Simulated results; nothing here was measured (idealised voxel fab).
The process module presented herein is designated voxel wiring stack.
Cross-section cut: width 155 nm, square cells of 5 nm.
When this document writes out a cross-section, it uses a grid of square cells and lists it as bands, beginning at the top and moving down, with a band standing for one or more rows of cells. Band: top and bottom heights (nm) first, top before bottom; then materials from left to right, widths in nm. "all across" marks a sole material filling the band edge to edge. "empty" denotes empty space. Heights from 0 (as-received wafer is one material below). Bottom band endless downward, as "0 down". A width such as "30..40" changes by the same amount from each row of cells to the next, from the band's top row to its bottom row. It should be understood that the words "left unchanged", when stated for a given step, signify that the cross-section underwent no change in any of its cells during that step. Voids not open to the top, 8 cells minimum: see "Cavities, closed". Written width x height at distance; distance is from the left edge; nm. Heads up: the bit after the settings on a step's line is the simulator's remark on that step. For masked steps, "overlay nm" on the step line gives how far right of plan the mask actually lay; a minus sign means it lay to the left.

THE PROCESS STEPS THAT WERE PLANNED ARE LISTED BELOW
1: op RECEIVE | material Si
2: op CONFORMAL_DEP | material SiO2 | thk nm 15
3: op CONFORMAL_DEP | material SiN | thk nm 5
4: op DIRECTIONAL_DEP | material SiO2 | thk nm 25
5: op DIRECTIONAL_DEP | material aC | thk nm 10
6: op PATTERN | tone open | mask id METAL_1 | material resist | width nm 25 | pitch nm 45 | thk nm 25 | overlay nm 0
7: op DIRECTIONAL_ETCH | etch materials aC | depth nm 10
8: op STRIP | etch materials resist
9: op DIRECTIONAL_ETCH | etch materials SiO2 | depth nm 25
10: op DIRECTIONAL_ETCH | etch materials SiN | depth nm 5
11: op STRIP | etch materials aC
12: op CONFORMAL_DEP | material TiN | thk nm 5
13: op FILL_DEP | material Ru | thk nm 5
14: op CMP | height nm 45
15: op CONFORMAL_DEP | material SiCN | thk nm 5
16: op DIRECTIONAL_DEP | material lowk | thk nm 15
17: op DIRECTIONAL_DEP | material aC | thk nm 10
18: op PATTERN | tone open | mask id METAL_2_HOLES | material resist | width nm 15 | pitch nm 45 | thk nm 30 | overlay nm 0
19: op DIRECTIONAL_ETCH | etch materials aC | depth nm 10
20: op STRIP | etch materials resist
21: op DIRECTIONAL_ETCH | etch materials lowk | depth nm 25
22: op STRIP | etch materials aC
23: op MASKED_ETCH | tone open | mask id METAL_2 | width nm 25 | pitch nm 45 | etch materials lowk | depth nm 15 | overlay nm 0
24: op MASKED_ETCH | tone open | mask id METAL_2 | width nm 25 | pitch nm 45 | etch materials SiCN | depth nm 5 | overlay nm 0
25: op CONFORMAL_DEP | material TiN | thk nm 5
26: op FILL_DEP | material Cu | thk nm 10
27: op CMP | height nm 75
28: op CONFORMAL_DEP | material SiCN | thk nm 5
29: op DIRECTIONAL_DEP | material SiO2 | thk nm 35
30: op PATTERN | tone open | mask id METAL_3_HOLES | material resist | width nm 15 | thk nm 20 | overlay nm 0
31: op DIRECTIONAL_ETCH | etch materials SiO2 | depth nm 35
32: op STRIP | etch materials resist
33: op PATTERN | tone open | mask id METAL_3 | material resist | width nm 25 | pitch nm 45 | thk nm 15 | overlay nm 0
34: op DIRECTIONAL_ETCH | etch materials SiO2 | depth nm 20
35: op DIRECTIONAL_ETCH | etch materials SiCN | depth nm 5
36: op STRIP | etch materials resist
37: op CONFORMAL_DEP | material TiN | thk nm 5
38: op FILL_DEP | material Cu | thk nm 5
39: op CMP | height nm 115
40: op CONFORMAL_DEP | material SiN | thk nm 5
Split variable: thk nm, step 16. Plan value = first wafer. Wafers start alike.

CROSS-SECTION OF THE FIRST OF SEVERAL RECEIVED WAFERS, SHOWING ITS STATE AFTER STEP 1
0 down | Si all across
Cavities, closed: none

EVERY ROW IN THIS TABLE IS A WAFER AT THE END OF THE MODULE, AND IT GIVES, FOR EACH OF THE MATERIALS, THE CELLS THAT WAFER HAS GAINED (+) OR LOST (-) SINCE IT WAS RECEIVED, THEN ITS CLOSED VOIDS
thk nm 15, +77 Cu, +30 Ru, +49 SiCN, +52 SiN, +366 SiO2, +107 TiN, +63 lowk, Cavities, closed: none
thk nm 20, +44 Cu, +30 Ru, +53 SiCN, +52 SiN, +366 SiO2, +111 TiN, +88 lowk, Cavities, closed: none
thk nm 25, +40 Cu, +30 Ru, +53 SiCN, +52 SiN, +366 SiO2, +90 TiN, +113 lowk, Cavities, closed: none
thk nm 30, +36 Cu, +30 Ru, +53 SiCN, +52 SiN, +366 SiO2, +90 TiN, +117 lowk, Cavities, closed: none
thk nm 35, +32 Cu, +30 Ru, +53 SiCN, +52 SiN, +366 SiO2, +90 TiN, +121 lowk, Cavities, closed: none
thk nm 40, +32 Cu, +30 Ru, +53 SiCN, +52 SiN, +366 SiO2, +86 TiN, +125 lowk, Cavities, closed: none
